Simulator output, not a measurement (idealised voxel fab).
Presented below is a process module, voxel plated lines.
In the cross-section labelled cut, the width is 225 nm and each square cell is 5 nm.
The cross-sections in this document take the form of a grid made of square cells. They are written out as bands, in order from top to bottom. Each band consists of one or more rows of cells. It is stipulated that each band's entry specify, in nanometres, the height of the top of the band and then that of its bottom, followed by the materials of the band in left-to-right sequence, each together with its width in nanometres. A single material marked by the word "full width" is understood to fill the band from edge to edge; the word "empty" is understood to denote empty space. Note: height 0 marks the level under which the wafer is uniformly one material as received. Lowest band unbounded below, written "0 -> down". You'd read "30 to 40" like this: the band's top row of cells is as wide as the first number, its bottom row is as wide as the second, and going down, every row changes width by the same amount as the row before did. It should be understood that the words "same as before", when stated for a given step, signify that the cross-section underwent no change in any of its cells during that step. Closed empty spaces (no open way to the top) of 8 cells or more are what "Closed void entries" lists, each as width x height at distance from the left edge, nm for all three. Step line, after settings: the simulator's comment on this step. The line of a step may include "overlay nm". On a step with a mask, this value is how far to the right of its planned place the mask lay. A negative value means the mask lay to the left.
**Here's what the planned process steps look like**
1: RECEIVE,material Si
2: CONFORMAL_DEP,material SiO2,thk nm 5
3: DIRECTIONAL_DEP,material TiN,thk nm 5
4: PATTERN,tone open,mask id LINES,material resist,width nm 30,pitch nm 45,thk nm 30,overlay nm 0
5: EPI,material Ru,thk nm 10
6: EPI,material Ru,thk nm 10
7: STRIP,etch materials resist
8: DIRECTIONAL_ETCH,etch materials TiN,depth nm 5
9: CONFORMAL_DEP,material SiN,thk nm 10
**Received-state cross-section, reflecting completion of step 1**
    0 -> down  Si full width
    Closed void entries: none
**Module complete, cross-section. Starting point and plan per above. One mistake made in running the module**
    40 -> 30  30 empty / 160 SiN / 35 empty
    30 -> 20  40 SiN / 140 Ru / 45 SiN
    20 -> 10  Ru full width
    10 -> 5  TiN full width
    5 -> 0  SiO2 full width
    0 -> down  Si full width
    Closed void entries: none
Heads up, the wafer didn't run the way we planned it: contrary to the plan, steps 6 and 7 were processed in exchanged order
